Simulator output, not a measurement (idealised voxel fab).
The process module presented herein is designated voxel gate over fins.
Cross-section cut spans 255 nm and uses square cells 5 nm in size.
If you're reading a cross-section in this doc, picture square cells in a grid; it comes to you as bands, top ones listed first down to the bottom, and a band can be one or more rows of cells.
The entry gives the band's vertical extent as a top height and a bottom height in nm, then its horizontal make-up as materials from left to right, each with a width in nm. "empty" stands for empty space; a single material marked "edge to edge" fills the band edge to edge.
A quick word on heights: they are counted from 0, and under that level the wafer as it came to us is one material throughout. The lowest band is different from the rest in having no bottom; it simply continues downward, written as in "0 down".
Read "30..40" as a graded width: first number on top, second number at the bottom, same change between each pair of neighbouring rows.
"stayed the same" after a step means that no cell of the cross-section changed.
"Enclosed cavities" lists enclosed empty spaces (at least 8 cells, no open path upward to the top), each as width x height at distance from the left edge, in nm.
Note: text after step settings on the step line = simulator remark on that step.
overlay nm: where the mask lay relative to plan, measured to the right, on steps with a mask; negatives go left.

**Here's what the planned process steps look like**
- 1: RECEIVE with material Si
- 2: CONFORMAL_DEP with material SiN, thk nm 10
- 3: PATTERN with tone cover, mask id FINS, material resist, width nm 15, pitch nm 35, thk nm 15, overlay nm 0
- 4: DIRECTIONAL_ETCH with etch materials SiN, depth nm 5
- 5: DIRECTIONAL_ETCH with etch materials Si, depth nm 30
- 6: STRIP with etch materials resist
- 7: OXIDIZE with depth nm 5
- 8: FILL_DEP with material SiO2, thk nm 10
- 9: CMP with height nm 10
- 10: SELECTIVE_ETCH with etch materials SiO2, depth nm 20
- 11: STRIP with etch materials SiN
- 12: CONFORMAL_DEP with material HfO2, thk nm 5
- 13: CONFORMAL_DEP with material TiN, thk nm 5
- 14: FILL_DEP with material W, thk nm 10
- 15: CMP with height nm 15
- 16: CONFORMAL_DEP with material SiCN, thk nm 5
varied across the wafers: depth nm of step 4. The plan shows the first wafer's value. All wafers start alike

**Cross-section of the first of several received wafers, showing its state after step 1**
* 0 down: Si edge to edge
* Enclosed cavities: none

**The figure below presents a cross-section of the first of several wafers at the conclusion of the module, following its last step, step 16**
* 20 to 15: SiCN edge to edge
* 15 to 10: W edge to edge
* 10 to 5: TiN edge to edge
* 5 to 0: HfO2 edge to edge
* 0 down: Si edge to edge
* Enclosed cavities: none

**Cross-section of the final wafer among several, taken at the end of the module**
* 20 to 15: SiCN edge to edge
* 15 to 10: W edge to edge
* 10 to 5: 80 of W; 25 of TiN; 10 of W; 25 of TiN; 10 of W; 25 of TiN; 80 of W
* 5 to 0: 80 of W; 5 of TiN; 15 of HfO2; 5 of TiN; 10 of W; 5 of TiN; 15 of HfO2; 5 of TiN; 10 of W; 5 of TiN; 15 of HfO2; 5 of TiN; 80 of W
* 0 to -5: 85 of TiN; 5 of HfO2; 5 of Si; 5 of HfO2; 20 of TiN; 5 of HfO2; 5 of Si; 5 of HfO2; 20 of TiN; 5 of HfO2; 5 of Si; 5 of HfO2; 85 of TiN
* -5 to -10: 90 of HfO2; 5 of Si; 30 of HfO2; 5 of Si; 30 of HfO2; 5 of Si; 90 of HfO2
* -10 to -35: 90 of SiO2; 5 of Si; 30 of SiO2; 5 of Si; 30 of SiO2; 5 of Si; 90 of SiO2
* -35 down: Si edge to edge
* Enclosed cavities: none

**each wafer at the end: cells of each material gained (+) or lost (-) since it was received, then its closed voids**
depth nm 5 | +51 HfO2 | +51 SiCN | +51 TiN | +51 W | Enclosed cavities: none
depth nm 10 | +63 HfO2 | -336 Si | +51 SiCN | +240 SiO2 | +63 TiN | +123 W | Enclosed cavities: none
depth nm 15 | +63 HfO2 | -336 Si | +51 SiCN | +240 SiO2 | +63 TiN | +123 W | Enclosed cavities: none
depth nm 20 | +63 HfO2 | -336 Si | +51 SiCN | +240 SiO2 | +63 TiN | +123 W | Enclosed cavities: none
depth nm 25 | +63 HfO2 | -336 Si | +51 SiCN | +240 SiO2 | +63 TiN | +123 W | Enclosed cavities: none
